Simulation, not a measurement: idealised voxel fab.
The name of this process module is voxel wiring stack.
We display cut, a cross-section 205 nm in width whose square cells are each 5 nm.
Reading order for cross-sections: top band down to bottom band. Underlying form: a grid of square cells. Band size: one or more rows of cells.
For a band, the entry starts with two heights in nm, that of the top and then that of the bottom, and carries on with the band's materials in order from left to right, each alongside its width in nm; the word "everywhere" beside a single material means it fills the band edge to edge, and "empty" means empty space.
Heights are reckoned from 0. Under this level, the received wafer is all of one material. The bottommost band is open-ended downward, for example "top 0, no bottom".
The expression "30->40" gives the width at the extremes of the band, the first number at its top row of cells and the second at its bottom row, with the width changing by equal amounts from each row to the next in between.
Take "no change" at face value: in the step it is given for, the cross-section changed in none of its cells.
So "Voids lacking openings" is basically the list of trapped voids: any empty space of 8 cells or more that can't reach the top through an opening. They're written width x height at distance, the distance being from the left edge, and it's all nm.
Read whatever lies past the settings on a step's line as the simulator's own remark about the step.
When a step includes a mask, the "overlay nm" setting on its line states how far to the right of its planned place that mask lay, and negative values state how far to the left.
Pairs from here to the end. Each: cross-section before one process step, cross-section after it, the latter only as far down as the lowest band that changed. Under each: the step between, and its settings. Mind that the pairs may be taken from different runs of this module on the same starting wafer; whether a pair continues from the pair above depends on its entry headed "Snapshot before", and it does only where that entry says so.

Snapshot before
top 60, bottom 45: 55 nm lowk | 30 nm empty | 30 nm lowk | 30 nm empty | 60 nm lowk
top 45, bottom 35: lowk everywhere
top 35, bottom 30: SiCN everywhere
top 30, bottom 15: 55 nm lowk | 30 nm Ru | 30 nm lowk | 30 nm Ru | 60 nm lowk
top 15, bottom 10: 55 nm lowk | 30 nm TiN | 30 nm lowk | 30 nm TiN | 60 nm lowk
top 10, bottom 0: SiO2 everywhere
top 0, no bottom: Si everywhere
Voids lacking openings: none

Sectional View, Post-Process
top 80, bottom 60: 45 nm resist | 15 nm empty | 45 nm resist | 15 nm empty | 85 nm resist
top 60, bottom 45: 55 nm lowk | 5 nm empty | 25 nm resist | 30 nm lowk | 5 nm empty | 25 nm resist | 60 nm lowk
Everything below 45 is unchanged.
Voids lacking openings: none
Applied between the two views above: PATTERN [tone open] [mask id METAL_2_HOLES] [material resist] [width nm 15] [pitch nm 60] [thk nm 20] [overlay nm -10]

Snapshot before: per the after cross-section of the pair just above.

Sectional View, Post-Process
top 80, bottom 60: 45 nm resist | 15 nm empty | 45 nm resist | 15 nm empty | 85 nm resist
top 60, bottom 50: 45 nm lowk | 15 nm empty | 25 nm resist | 20 nm lowk | 15 nm empty | 25 nm resist | 60 nm lowk
top 50, bottom 45: 55 nm lowk | 5 nm empty | 25 nm resist | 30 nm lowk | 5 nm empty | 25 nm resist | 60 nm lowk
top 45, bottom 35: 55 nm lowk | 5 nm empty | 55 nm lowk | 5 nm empty | 85 nm lowk
Everything below 35 is unchanged.
Voids lacking openings: none
Applied between the two views above: DIRECTIONAL_ETCH [etch materials lowk] [depth nm 10]

Snapshot before: per the after cross-section of the pair just above.

Sectional View, Post-Process
top 80, bottom 60: 45 nm resist | 15 nm empty | 45 nm resist | 15 nm empty | 85 nm resist
top 60, bottom 50: 45 nm lowk | 15 nm empty | 25 nm resist | 20 nm lowk | 15 nm empty | 25 nm resist | 60 nm lowk
top 50, bottom 45: 55 nm lowk | 5 nm empty | 25 nm resist | 30 nm lowk | 5 nm empty | 25 nm resist | 60 nm lowk
top 45, bottom 35: 55 nm lowk | 5 nm empty | 55 nm lowk | 5 nm empty | 85 nm lowk
top 35, bottom 30: 55 nm SiCN | 5 nm empty | 55 nm SiCN | 5 nm empty | 85 nm SiCN
Everything below 30 is unchanged.
Voids lacking openings: none
Applied between the two views above: DIRECTIONAL_ETCH [etch materials SiCN] [depth nm 5]

Snapshot before: per the after cross-section of the pair just above.

Sectional View, Post-Process
top 60, bottom 50: 45 nm lowk | 40 nm empty | 20 nm lowk | 40 nm empty | 60 nm lowk
top 50, bottom 45: 55 nm lowk | 30 nm empty | 30 nm lowk | 30 nm empty | 60 nm lowk
Everything below 45 is unchanged.
Voids lacking openings: none
Applied between the two views above: STRIP [etch materials resist]

Snapshot before: per the after cross-section of the pair just above.

Sectional View, Post-Process
top 65, bottom 60: 50 nm TiN | 30 nm empty | 30 nm TiN | 30 nm empty | 65 nm TiN
top 60, bottom 50: 45 nm lowk | 5->15 nm TiN | 30->20 nm empty | 5 nm TiN | 20 nm lowk | 5->15 nm TiN | 30->20 nm empty | 5 nm TiN | 60 nm lowk
top 50, bottom 45: 55 nm lowk | 30 nm TiN | 30 nm lowk | 30 nm TiN | 60 nm lowk
top 45, bottom 35: 55 nm lowk | 5 nm TiN | 55 nm lowk | 5 nm TiN | 85 nm lowk
top 35, bottom 30: 55 nm SiCN | 5 nm TiN | 55 nm SiCN | 5 nm TiN | 85 nm SiCN
Everything below 30 is unchanged.
Voids lacking openings: none
Applied between the two views above: CONFORMAL_DEP [material TiN] [thk nm 5]

Snapshot before: per the after cross-section of the pair just above.

Sectional View, Post-Process
top 70, bottom 65: Ru everywhere
top 65, bottom 60: 50 nm TiN | 30 nm Ru | 30 nm TiN | 30 nm Ru | 65 nm TiN
top 60, bottom 50: 45 nm lowk | 5->15 nm TiN | 30->20 nm Ru | 5 nm TiN | 20 nm lowk | 5->15 nm TiN | 30->20 nm Ru | 5 nm TiN | 60 nm lowk
Everything below 50 is unchanged.
Voids lacking openings: none
Applied between the two views above: FILL_DEP [material Ru] [thk nm 5]

Snapshot before: per the after cross-section of the pair just above.

Sectional View, Post-Process
top 60, bottom 50: 45 nm lowk | 5->15 nm TiN | 30->20 nm Ru | 5 nm TiN | 20 nm lowk | 5->15 nm TiN | 30->20 nm Ru | 5 nm TiN | 60 nm lowk
Everything below 50 is unchanged.
Voids lacking openings: none
Applied between the two views above: CMP [height nm 60]

Snapshot before: per the after cross-section of the pair just above.

Sectional View, Post-Process
top 65, bottom 60: SiCN everywhere
Everything below 60 is unchanged.
Voids lacking openings: none
Applied between the two views above: CONFORMAL_DEP [material SiCN] [thk nm 5]

Snapshot before: per the after cross-section of the pair just above.

Sectional View, Post-Process
top 75, bottom 65: SiO2 everywhere
Everything below 65 is unchanged.
Voids lacking openings: none
Applied between the two views above: DIRECTIONAL_DEP [material SiO2] [thk nm 10]

Snapshot before: per the after cross-section of the pair just above.

Sectional View, Post-Process
top 95, bottom 75: 55 nm resist | 15 nm empty | 45 nm resist | 15 nm empty | 75 nm resist
Everything below 75 is unchanged.
Voids lacking openings: none
Applied between the two views above: PATTERN [tone open] [mask id PLUG_2] [material resist] [width nm 15] [pitch nm 60] [thk nm 20] [overlay nm 0]

Snapshot before: per the after cross-section of the pair just above.

Sectional View, Post-Process
top 95, bottom 75: 55 nm resist | 15 nm empty | 45 nm resist | 15 nm empty | 75 nm resist
top 75, bottom 65: 55 nm SiO2 | 15 nm empty | 45 nm SiO2 | 15 nm empty | 75 nm SiO2
Everything below 65 is unchanged.
Voids lacking openings: none
Applied between the two views above: DIRECTIONAL_ETCH [etch materials SiO2] [depth nm 10]

Snapshot before: per the after cross-section of the pair just above.

Sectional View, Post-Process
top 95, bottom 75: 55 nm resist | 15 nm empty | 45 nm resist | 15 nm empty | 75 nm resist
top 75, bottom 65: 55 nm SiO2 | 15 nm empty | 45 nm SiO2 | 15 nm empty | 75 nm SiO2
top 65, bottom 60: 55 nm SiCN | 15 nm empty | 45 nm SiCN | 15 nm empty | 75 nm SiCN
Everything below 60 is unchanged.
Voids lacking openings: none
Applied between the two views above: DIRECTIONAL_ETCH [etch materials SiCN] [depth nm 5]

Snapshot before: per the after cross-section of the pair just above.

Sectional View, Post-Process
top 75, bottom 65: 55 nm SiO2 | 15 nm empty | 45 nm SiO2 | 15 nm empty | 75 nm SiO2
Everything below 65 is unchanged.
Voids lacking openings: none
Applied between the two views above: STRIP [etch materials resist]

Snapshot before: per the after cross-section of the pair just above.

Sectional View, Post-Process
top 80, bottom 75: 60 nm TiN | 5 nm empty | 55 nm TiN | 5 nm empty | 80 nm TiN
top 75, bottom 65: 55 nm SiO2 | 5 nm TiN | 5 nm empty | 5 nm TiN | 45 nm SiO2 | 5 nm TiN | 5 nm empty | 5 nm TiN | 75 nm SiO2
top 65, bottom 60: 55 nm SiCN | 15 nm TiN | 45 nm SiCN | 15 nm TiN | 75 nm SiCN
Everything below 60 is unchanged.
Voids lacking openings: none
Applied between the two views above: CONFORMAL_DEP [material TiN] [thk nm 5]

Snapshot before: per the after cross-section of the pair just above.

Sectional View, Post-Process
top 85, bottom 80: W everywhere
top 80, bottom 75: 60 nm TiN | 5 nm W | 55 nm TiN | 5 nm W | 80 nm TiN
top 75, bottom 65: 55 nm SiO2 | 5 nm TiN | 5 nm W | 5 nm TiN | 45 nm SiO2 | 5 nm TiN | 5 nm W | 5 nm TiN | 75 nm SiO2
Everything below 65 is unchanged.
Voids lacking openings: none
Applied between the two views above: FILL_DEP [material W] [thk nm 5]

Snapshot before: per the after cross-section of the pair just above.

Sectional View, Post-Process
top 75, bottom 65: 55 nm SiO2 | 5 nm TiN | 5 nm W | 5 nm TiN | 45 nm SiO2 | 5 nm TiN | 5 nm W | 5 nm TiN | 75 nm SiO2
Everything below 65 is unchanged.
Voids lacking openings: none
Applied between the two views above: CMP [height nm 75]

Snapshot before: per the after cross-section of the pair just above.

Sectional View, Post-Process
top 80, bottom 75: SiN everywhere
Everything below 75 is unchanged.
Voids lacking openings: none
Applied between the two views above: CONFORMAL_DEP [material SiN] [thk nm 5]

Snapshot before: per the after cross-section of the pair just above.

Sectional View, Post-Process
top 100, bottom 80: lowk everywhere
Everything below 80 is unchanged.
Voids lacking openings: none
Applied between the two views above: DIRECTIONAL_DEP [material lowk] [thk nm 20]

Snapshot before: per the after cross-section of the pair just above.

Sectional View, Post-Process
top 115, bottom 100: aC everywhere
Everything below 100 is unchanged.
Voids lacking openings: none
Applied between the two views above: DIRECTIONAL_DEP [material aC] [thk nm 15]

Snapshot before: per the after cross-section of the pair just above.

Sectional View, Post-Process
top 145, bottom 115: 55 nm resist | 30 nm empty | 30 nm resist | 30 nm empty | 60 nm resist
Everything below 115 is unchanged.
Voids lacking openings: none
Applied between the two views above: PATTERN [tone open] [mask id METAL_3] [material resist] [width nm 30] [pitch nm 60] [thk nm 30] [overlay nm 0]

Snapshot before: per the after cross-section of the pair just above.

Sectional View, Post-Process
top 130, bottom 115: 55 nm resist | 30 nm empty | 30 nm resist | 30 nm empty | 60 nm resist
top 115, bottom 100: 55 nm aC | 30 nm empty | 30 nm aC | 30 nm empty | 60 nm aC
Everything below 100 is unchanged.
Voids lacking openings: none
Applied between the two views above: DIRECTIONAL_ETCH [etch materials aC] [depth nm 15]

Snapshot before: per the after cross-section of the pair just above.

Sectional View, Post-Process
top 115, bottom 100: 55 nm aC | 30 nm empty | 30 nm aC | 30 nm empty | 60 nm aC
Everything below 100 is unchanged.
Voids lacking openings: none
Applied between the two views above: STRIP [etch materials resist]

Snapshot before: per the after cross-section of the pair just above.

Sectional View, Post-Process
top 115, bottom 100: 55 nm aC | 30 nm empty | 30 nm aC | 30 nm empty | 60 nm aC
top 100, bottom 80: 55 nm lowk | 30 nm empty | 30 nm lowk | 30 nm empty | 60 nm lowk
Everything below 80 is unchanged.
Voids lacking openings: none
Applied between the two views above: DIRECTIONAL_ETCH [etch materials lowk] [depth nm 20]

Snapshot before: per the after cross-section of the pair just above.

Sectional View, Post-Process
top 115, bottom 100: 55 nm aC | 30 nm empty | 30 nm aC | 30 nm empty | 60 nm aC
top 100, bottom 80: 55 nm lowk | 30 nm empty | 30 nm lowk | 30 nm empty | 60 nm lowk
top 80, bottom 75: 55 nm SiN | 30 nm empty | 30 nm SiN | 30 nm empty | 60 nm SiN
Everything below 75 is unchanged.
Voids lacking openings: none
Applied between the two views above: DIRECTIONAL_ETCH [etch materials SiN] [depth nm 5]

Snapshot before: per the after cross-section of the pair just above.

Sectional View, Post-Process
top 100, bottom 80: 55 nm lowk | 30 nm empty | 30 nm lowk | 30 nm empty | 60 nm lowk
Everything below 80 is unchanged.
Voids lacking openings: none
Applied between the two views above: STRIP [etch materials aC]

Snapshot before: per the after cross-section of the pair just above.

Sectional View, Post-Process
top 105, bottom 100: 60 nm TiN | 20 nm empty | 40 nm TiN | 20 nm empty | 65 nm TiN
top 100, bottom 80: 55 nm lowk | 5 nm TiN | 20 nm empty | 5 nm TiN | 30 nm lowk | 5 nm TiN | 20 nm empty | 5 nm TiN | 60 nm lowk
top 80, bottom 75: 55 nm SiN | 30 nm TiN | 30 nm SiN | 30 nm TiN | 60 nm SiN
Everything below 75 is unchanged.
Voids lacking openings: none
Applied between the two views above: CONFORMAL_DEP [material TiN] [thk nm 5]

Snapshot before: per the after cross-section of the pair just above.

Sectional View, Post-Process
top 110, bottom 105: Ru everywhere
top 105, bottom 100: 60 nm TiN | 20 nm Ru | 40 nm TiN | 20 nm Ru | 65 nm TiN
top 100, bottom 80: 55 nm lowk | 5 nm TiN | 20 nm Ru | 5 nm TiN | 30 nm lowk | 5 nm TiN | 20 nm Ru | 5 nm TiN | 60 nm lowk
Everything below 80 is unchanged.
Voids lacking openings: none
Applied between the two views above: FILL_DEP [material Ru] [thk nm 5]

Snapshot before: per the after cross-section of the pair just above.

Sectional View, Post-Process
top 100, bottom 80: 55 nm lowk | 5 nm TiN | 20 nm Ru | 5 nm TiN | 30 nm lowk | 5 nm TiN | 20 nm Ru | 5 nm TiN | 60 nm lowk
Everything below 80 is unchanged.
Voids lacking openings: none
Applied between the two views above: CMP [height nm 100]

Snapshot before: per the after cross-section of the pair just above.

Sectional View, Post-Process
top 105, bottom 100: SiN everywhere
Everything below 100 is unchanged.
Voids lacking openings: none
Applied between the two views above: CONFORMAL_DEP [material SiN] [thk nm 5]

Snapshot before
top 105, bottom 100: 60 nm TiN | 20 nm empty | 40 nm TiN | 20 nm empty | 65 nm TiN
top 100, bottom 80: 55 nm lowk | 5 nm TiN | 20 nm empty | 5 nm TiN | 30 nm lowk | 5 nm TiN | 20 nm empty | 5 nm TiN | 60 nm lowk
top 80, bottom 75: 55 nm SiN | 30 nm TiN | 30 nm SiN | 30 nm TiN | 60 nm SiN
top 75, bottom 65: 55 nm SiO2 | 5 nm TiN | 5 nm W | 5 nm TiN | 45 nm SiO2 | 5 nm TiN | 5 nm W | 5 nm TiN | 75 nm SiO2
top 65, bottom 60: 55 nm SiCN | 15 nm TiN | 45 nm SiCN | 15 nm TiN | 75 nm SiCN
top 60, bottom 50: 55 nm lowk | 5 nm TiN | 20 nm Ru | 5 nm TiN | 30 nm lowk | 5 nm TiN | 20 nm Ru | 5 nm TiN | 60 nm lowk
top 50, bottom 45: 55 nm lowk | 5 nm TiN | 5 nm Ru | 20 nm TiN | 30 nm lowk | 5 nm TiN | 5 nm Ru | 20 nm TiN | 60 nm lowk
top 45, bottom 35: 55 nm lowk | 5 nm TiN | 5 nm Ru | 5 nm TiN | 45 nm lowk | 5 nm TiN | 5 nm Ru | 5 nm TiN | 75 nm lowk
top 35, bottom 30: 55 nm SiCN | 15 nm TiN | 45 nm SiCN | 15 nm TiN | 75 nm SiCN
top 30, bottom 15: 55 nm lowk | 30 nm Ru | 30 nm lowk | 30 nm Ru | 60 nm lowk
top 15, bottom 10: 55 nm lowk | 30 nm TiN | 30 nm lowk | 30 nm TiN | 60 nm lowk
top 10, bottom 0: SiO2 everywhere
top 0, no bottom: Si everywhere
Voids lacking openings: none

Sectional View, Post-Process
top 110, bottom 105: SiO2 everywhere
top 105, bottom 100: 60 nm TiN | 20 nm SiO2 | 40 nm TiN | 20 nm SiO2 | 65 nm TiN
top 100, bottom 80: 55 nm lowk | 5 nm TiN | 20 nm SiO2 | 5 nm TiN | 30 nm lowk | 5 nm TiN | 20 nm SiO2 | 5 nm TiN | 60 nm lowk
Everything below 80 is unchanged.
Voids lacking openings: none
Applied between the two views above: FILL_DEP [material SiO2] [thk nm 5]

Snapshot before: per the after cross-section of the pair just above.

Sectional View, Post-Process
top 100, bottom 80: 55 nm lowk | 5 nm TiN | 20 nm SiO2 | 5 nm TiN | 30 nm lowk | 5 nm TiN | 20 nm SiO2 | 5 nm TiN | 60 nm lowk
Everything below 80 is unchanged.
Voids lacking openings: none
Applied between the two views above: CMP [height nm 100]

Snapshot before: per the after cross-section of the pair just above.

Sectional View, Post-Process
top 105, bottom 100: SiN everywhere
Everything below 100 is unchanged.
Voids lacking openings: none
Applied between the two views above: CONFORMAL_DEP [material SiN] [thk nm 5]

Snapshot before
top 45, bottom 30: aC everywhere
top 30, bottom 15: Ru everywhere
top 15, bottom 10: TiN everywhere
top 10, bottom 0: SiO2 everywhere
top 0, no bottom: Si everywhere
Voids lacking openings: none

Sectional View, Post-Process
top 80, bottom 45: 55 nm resist | 30 nm empty | 30 nm resist | 30 nm empty | 60 nm resist
Everything below 45 is unchanged.
Voids lacking openings: none
Applied between the two views above: PATTERN [tone open] [mask id METAL_1] [material resist] [width nm 30] [pitch nm 60] [thk nm 35] [overlay nm 0]

Snapshot before: per the after cross-section of the pair just above.

Sectional View, Post-Process
top 65, bottom 45: 55 nm resist | 30 nm empty | 30 nm resist | 30 nm empty | 60 nm resist
top 45, bottom 30: 55 nm aC | 30 nm empty | 30 nm aC | 30 nm empty | 60 nm aC
Everything below 30 is unchanged.
Voids lacking openings: none
Applied between the two views above: DIRECTIONAL_ETCH [etch materials aC] [depth nm 15]

Snapshot before: per the after cross-section of the pair just above.

Sectional View, Post-Process
top 45, bottom 30: 55 nm aC | 30 nm empty | 30 nm aC | 30 nm empty | 60 nm aC
Everything below 30 is unchanged.
Voids lacking openings: none
Applied between the two views above: STRIP [etch materials resist]

Snapshot before: per the after cross-section of the pair just above.

Sectional View, Post-Process
top 45, bottom 30: 55 nm aC | 30 nm empty | 30 nm aC | 30 nm empty | 60 nm aC
top 30, bottom 15: 55 nm Ru | 30 nm empty | 30 nm Ru | 30 nm empty | 60 nm Ru
Everything below 15 is unchanged.
Voids lacking openings: none
Applied between the two views above: DIRECTIONAL_ETCH [etch materials Ru] [depth nm 15]

Snapshot before: per the after cross-section of the pair just above.

Sectional View, Post-Process
top 45, bottom 30: 55 nm aC | 30 nm empty | 30 nm aC | 30 nm empty | 60 nm aC
top 30, bottom 15: 55 nm Ru | 30 nm empty | 30 nm Ru | 30 nm empty | 60 nm Ru
top 15, bottom 10: 55 nm TiN | 30 nm empty | 30 nm TiN | 30 nm empty | 60 nm TiN
Everything below 10 is unchanged.
Voids lacking openings: none
Applied between the two views above: DIRECTIONAL_ETCH [etch materials TiN] [depth nm 5]

Snapshot before: per the after cross-section of the pair just above.

Sectional View, Post-Process
top 30, bottom 15: 55 nm Ru | 30 nm empty | 30 nm Ru | 30 nm empty | 60 nm Ru
Everything below 15 is unchanged.
Voids lacking openings: none
Applied between the two views above: STRIP [etch materials aC]

Snapshot before: per the after cross-section of the pair just above.

Sectional View, Post-Process
top 35, bottom 30: lowk everywhere
top 30, bottom 15: 55 nm Ru | 30 nm lowk | 30 nm Ru | 30 nm lowk | 60 nm Ru
top 15, bottom 10: 55 nm TiN | 30 nm lowk | 30 nm TiN | 30 nm lowk | 60 nm TiN
Everything below 10 is unchanged.
Voids lacking openings: none
Applied between the two views above: FILL_DEP [material lowk] [thk nm 5]

Snapshot before: per the after cross-section of the pair just above.

Sectional View, Post-Process
top 30, bottom 15: 55 nm Ru | 30 nm lowk | 30 nm Ru | 30 nm lowk | 60 nm Ru
Everything below 15 is unchanged.
Voids lacking openings: none
Applied between the two views above: CMP [height nm 30]

Snapshot before: per the after cross-section of the pair just above.

Sectional View, Post-Process
top 35, bottom 30: SiCN everywhere
Everything below 30 is unchanged.
Voids lacking openings: none
Applied between the two views above: CONFORMAL_DEP [material SiCN] [thk nm 5]

Snapshot before: per the after cross-section of the pair just above.

Sectional View, Post-Process
top 60, bottom 35: lowk everywhere
Everything below 35 is unchanged.
Voids lacking openings: none
Applied between the two views above: DIRECTIONAL_DEP [material lowk] [thk nm 25]

Snapshot before: per the after cross-section of the pair just above.

Sectional View, Post-Process
top 80, bottom 60: 55 nm resist | 30 nm empty | 30 nm resist | 30 nm empty | 60 nm resist
Everything below 60 is unchanged.
Voids lacking openings: none
Applied between the two views above: PATTERN [tone open] [mask id METAL_2] [material resist] [width nm 30] [pitch nm 60] [thk nm 20] [overlay nm 0]

Snapshot before: per the after cross-section of the pair just above.

Sectional View, Post-Process
top 80, bottom 60: 55 nm resist | 30 nm empty | 30 nm resist | 30 nm empty | 60 nm resist
top 60, bottom 45: 55 nm lowk | 30 nm empty | 30 nm lowk | 30 nm empty | 60 nm lowk
Everything below 45 is unchanged.
Voids lacking openings: none
Applied between the two views above: DIRECTIONAL_ETCH [etch materials lowk] [depth nm 15]

Snapshot before: per the after cross-section of the pair just above.

Sectional View, Post-Process
top 60, bottom 45: 55 nm lowk | 30 nm empty | 30 nm lowk | 30 nm empty | 60 nm lowk
Everything below 45 is unchanged.
Voids lacking openings: none
Applied between the two views above: STRIP [etch materials resist]

Snapshot before: per the after cross-section of the pair just above.

Sectional View, Post-Process
top 80, bottom 60: 55 nm resist | 15 nm empty | 45 nm resist | 15 nm empty | 75 nm resist
top 60, bottom 45: 55 nm lowk | 15 nm empty | 15 nm resist | 30 nm lowk | 15 nm empty | 15 nm resist | 60 nm lowk
Everything below 45 is unchanged.
Voids lacking openings: none
Applied between the two views above: PATTERN [tone open] [mask id METAL_2_HOLES] [material resist] [width nm 15] [pitch nm 60] [thk nm 20] [overlay nm 0]

Snapshot before: per the after cross-section of the pair just above.

Sectional View, Post-Process
top 80, bottom 60: 55 nm resist | 15 nm empty | 45 nm resist | 15 nm empty | 75 nm resist
top 60, bottom 45: 55 nm lowk | 15 nm empty | 15 nm resist | 30 nm lowk | 15 nm empty | 15 nm resist | 60 nm lowk
top 45, bottom 35: 55 nm lowk | 15 nm empty | 45 nm lowk | 15 nm empty | 75 nm lowk
Everything below 35 is unchanged.
Voids lacking openings: none
Applied between the two views above: DIRECTIONAL_ETCH [etch materials lowk] [depth nm 10]

Snapshot before: per the after cross-section of the pair just above.

Sectional View, Post-Process
top 80, bottom 60: 55 nm resist | 15 nm empty | 45 nm resist | 15 nm empty | 75 nm resist
top 60, bottom 45: 55 nm lowk | 15 nm empty | 15 nm resist | 30 nm lowk | 15 nm empty | 15 nm resist | 60 nm lowk
top 45, bottom 35: 55 nm lowk | 15 nm empty | 45 nm lowk | 15 nm empty | 75 nm lowk
top 35, bottom 30: 55 nm SiCN | 15 nm empty | 45 nm SiCN | 15 nm empty | 75 nm SiCN
Everything below 30 is unchanged.
Voids lacking openings: none
Applied between the two views above: DIRECTIONAL_ETCH [etch materials SiCN] [depth nm 5]

Snapshot before: per the after cross-section of the pair just above.

Sectional View, Post-Process
top 60, bottom 45: 55 nm lowk | 30 nm empty | 30 nm lowk | 30 nm empty | 60 nm lowk
Everything below 45 is unchanged.
Voids lacking openings: none
Applied between the two views above: STRIP [etch materials resist]

Snapshot before: per the after cross-section of the pair just above.

Sectional View, Post-Process
top 65, bottom 60: 60 nm TiN | 20 nm empty | 40 nm TiN | 20 nm empty | 65 nm TiN
top 60, bottom 50: 55 nm lowk | 5 nm TiN | 20 nm empty | 5 nm TiN | 30 nm lowk | 5 nm TiN | 20 nm empty | 5 nm TiN | 60 nm lowk
top 50, bottom 45: 55 nm lowk | 5 nm TiN | 5 nm empty | 20 nm TiN | 30 nm lowk | 5 nm TiN | 5 nm empty | 20 nm TiN | 60 nm lowk
top 45, bottom 35: 55 nm lowk | 5 nm TiN | 5 nm empty | 5 nm TiN | 45 nm lowk | 5 nm TiN | 5 nm empty | 5 nm TiN | 75 nm lowk
top 35, bottom 30: 55 nm SiCN | 15 nm TiN | 45 nm SiCN | 15 nm TiN | 75 nm SiCN
Everything below 30 is unchanged.
Voids lacking openings: none
Applied between the two views above: CONFORMAL_DEP [material TiN] [thk nm 5]

Snapshot before: per the after cross-section of the pair just above.

Sectional View, Post-Process
top 70, bottom 65: Ru everywhere
top 65, bottom 60: 60 nm TiN | 20 nm Ru | 40 nm TiN | 20 nm Ru | 65 nm TiN
top 60, bottom 50: 55 nm lowk | 5 nm TiN | 20 nm Ru | 5 nm TiN | 30 nm lowk | 5 nm TiN | 20 nm Ru | 5 nm TiN | 60 nm lowk
top 50, bottom 45: 55 nm lowk | 5 nm TiN | 5 nm Ru | 20 nm TiN | 30 nm lowk | 5 nm TiN | 5 nm Ru | 20 nm TiN | 60 nm lowk
top 45, bottom 35: 55 nm lowk | 5 nm TiN | 5 nm Ru | 5 nm TiN | 45 nm lowk | 5 nm TiN | 5 nm Ru | 5 nm TiN | 75 nm lowk
Everything below 35 is unchanged.
Voids lacking openings: none
Applied between the two views above: FILL_DEP [material Ru] [thk nm 5]

Snapshot before: per the after cross-section of the pair just above.

Sectional View, Post-Process
top 60, bottom 50: 55 nm lowk | 5 nm TiN | 20 nm Ru | 5 nm TiN | 30 nm lowk | 5 nm TiN | 20 nm Ru | 5 nm TiN | 60 nm lowk
Everything below 50 is unchanged.
Voids lacking openings: none
Applied between the two views above: CMP [height nm 60]

Snapshot before: per the after cross-section of the pair just above.

Sectional View, Post-Process
top 65, bottom 60: SiCN everywhere
Everything below 60 is unchanged.
Voids lacking openings: none
Applied between the two views above: CONFORMAL_DEP [material SiCN] [thk nm 5]

Snapshot before: per the after cross-section of the pair just above.

Sectional View, Post-Process
top 75, bottom 65: SiO2 everywhere
Everything below 65 is unchanged.
Voids lacking openings: none
Applied between the two views above: DIRECTIONAL_DEP [material SiO2] [thk nm 10]

Snapshot before: per the after cross-section of the pair just above.

Sectional View, Post-Process
top 95, bottom 75: 55 nm resist | 15 nm empty | 45 nm resist | 15 nm empty | 75 nm resist
Everything below 75 is unchanged.
Voids lacking openings: none
Applied between the two views above: PATTERN [tone open] [mask id PLUG_2] [material resist] [width nm 15] [pitch nm 60] [thk nm 20] [overlay nm 0]

Snapshot before: per the after cross-section of the pair just above.

Sectional View, Post-Process
top 95, bottom 75: 55 nm resist | 15 nm empty | 45 nm resist | 15 nm empty | 75 nm resist
top 75, bottom 65: 55 nm SiO2 | 15 nm empty | 45 nm SiO2 | 15 nm empty | 75 nm SiO2
Everything below 65 is unchanged.
Voids lacking openings: none
Applied between the two views above: DIRECTIONAL_ETCH [etch materials SiO2] [depth nm 10]

Snapshot before: per the after cross-section of the pair just above.

Sectional View, Post-Process
top 95, bottom 75: 55 nm resist | 15 nm empty | 45 nm resist | 15 nm empty | 75 nm resist
top 75, bottom 65: 55 nm SiO2 | 15 nm empty | 45 nm SiO2 | 15 nm empty | 75 nm SiO2
top 65, bottom 60: 55 nm SiCN | 15 nm empty | 45 nm SiCN | 15 nm empty | 75 nm SiCN
Everything below 60 is unchanged.
Voids lacking openings: none
Applied between the two views above: DIRECTIONAL_ETCH [etch materials SiCN] [depth nm 5]

Snapshot before: per the after cross-section of the pair just above.

Sectional View, Post-Process
top 75, bottom 65: 55 nm SiO2 | 15 nm empty | 45 nm SiO2 | 15 nm empty | 75 nm SiO2
Everything below 65 is unchanged.
Voids lacking openings: none
Applied between the two views above: STRIP [etch materials resist]

Snapshot before: per the after cross-section of the pair just above.

Sectional View, Post-Process
top 80, bottom 75: 60 nm TiN | 5 nm empty | 55 nm TiN | 5 nm empty | 80 nm TiN
top 75, bottom 65: 55 nm SiO2 | 5 nm TiN | 5 nm empty | 5 nm TiN | 45 nm SiO2 | 5 nm TiN | 5 nm empty | 5 nm TiN | 75 nm SiO2
top 65, bottom 60: 55 nm SiCN | 15 nm TiN | 45 nm SiCN | 15 nm TiN | 75 nm SiCN
Everything below 60 is unchanged.
Voids lacking openings: none
Applied between the two views above: CONFORMAL_DEP [material TiN] [thk nm 5]

Snapshot before: per the after cross-section of the pair just above.

Sectional View, Post-Process
top 85, bottom 80: W everywhere
top 80, bottom 75: 60 nm TiN | 5 nm W | 55 nm TiN | 5 nm W | 80 nm TiN
top 75, bottom 65: 55 nm SiO2 | 5 nm TiN | 5 nm W | 5 nm TiN | 45 nm SiO2 | 5 nm TiN | 5 nm W | 5 nm TiN | 75 nm SiO2
Everything below 65 is unchanged.
Voids lacking openings: none
Applied between the two views above: FILL_DEP [material W] [thk nm 5]

Snapshot before: per the after cross-section of the pair just above.

Sectional View, Post-Process
top 75, bottom 65: 55 nm SiO2 | 5 nm TiN | 5 nm W | 5 nm TiN | 45 nm SiO2 | 5 nm TiN | 5 nm W | 5 nm TiN | 75 nm SiO2
Everything below 65 is unchanged.
Voids lacking openings: none
Applied between the two views above: CMP [height nm 75]

Snapshot before: per the after cross-section of the pair just above.

Sectional View, Post-Process
top 80, bottom 75: SiN everywhere
Everything below 75 is unchanged.
Voids lacking openings: none
Applied between the two views above: CONFORMAL_DEP [material SiN] [thk nm 5]

Snapshot before: per the after cross-section of the pair just above.

Sectional View, Post-Process
top 100, bottom 80: lowk everywhere
Everything below 80 is unchanged.
Voids lacking openings: none
Applied between the two views above: DIRECTIONAL_DEP [material lowk] [thk nm 20]

Snapshot before: per the after cross-section of the pair just above.

Sectional View, Post-Process
top 115, bottom 100: aC everywhere
Everything below 100 is unchanged.
Voids lacking openings: none
Applied between the two views above: DIRECTIONAL_DEP [material aC] [thk nm 15]

Snapshot before: per the after cross-section of the pair just above.

Sectional View, Post-Process
top 145, bottom 115: 55 nm resist | 30 nm empty | 30 nm resist | 30 nm empty | 60 nm resist
Everything below 115 is unchanged.
Voids lacking openings: none
Applied between the two views above: PATTERN [tone open] [mask id METAL_3] [material resist] [width nm 30] [pitch nm 60] [thk nm 30] [overlay nm 0]

Snapshot before: per the after cross-section of the pair just above.

Sectional View, Post-Process
top 130, bottom 115: 55 nm resist | 30 nm empty | 30 nm resist | 30 nm empty | 60 nm resist
top 115, bottom 100: 55 nm aC | 30 nm empty | 30 nm aC | 30 nm empty | 60 nm aC
Everything below 100 is unchanged.
Voids lacking openings: none
Applied between the two views above: DIRECTIONAL_ETCH [etch materials aC] [depth nm 15]

Snapshot before: per the after cross-section of the pair just above.

Sectional View, Post-Process
top 115, bottom 100: 55 nm aC | 30 nm empty | 30 nm aC | 30 nm empty | 60 nm aC
Everything below 100 is unchanged.
Voids lacking openings: none
Applied between the two views above: STRIP [etch materials resist]
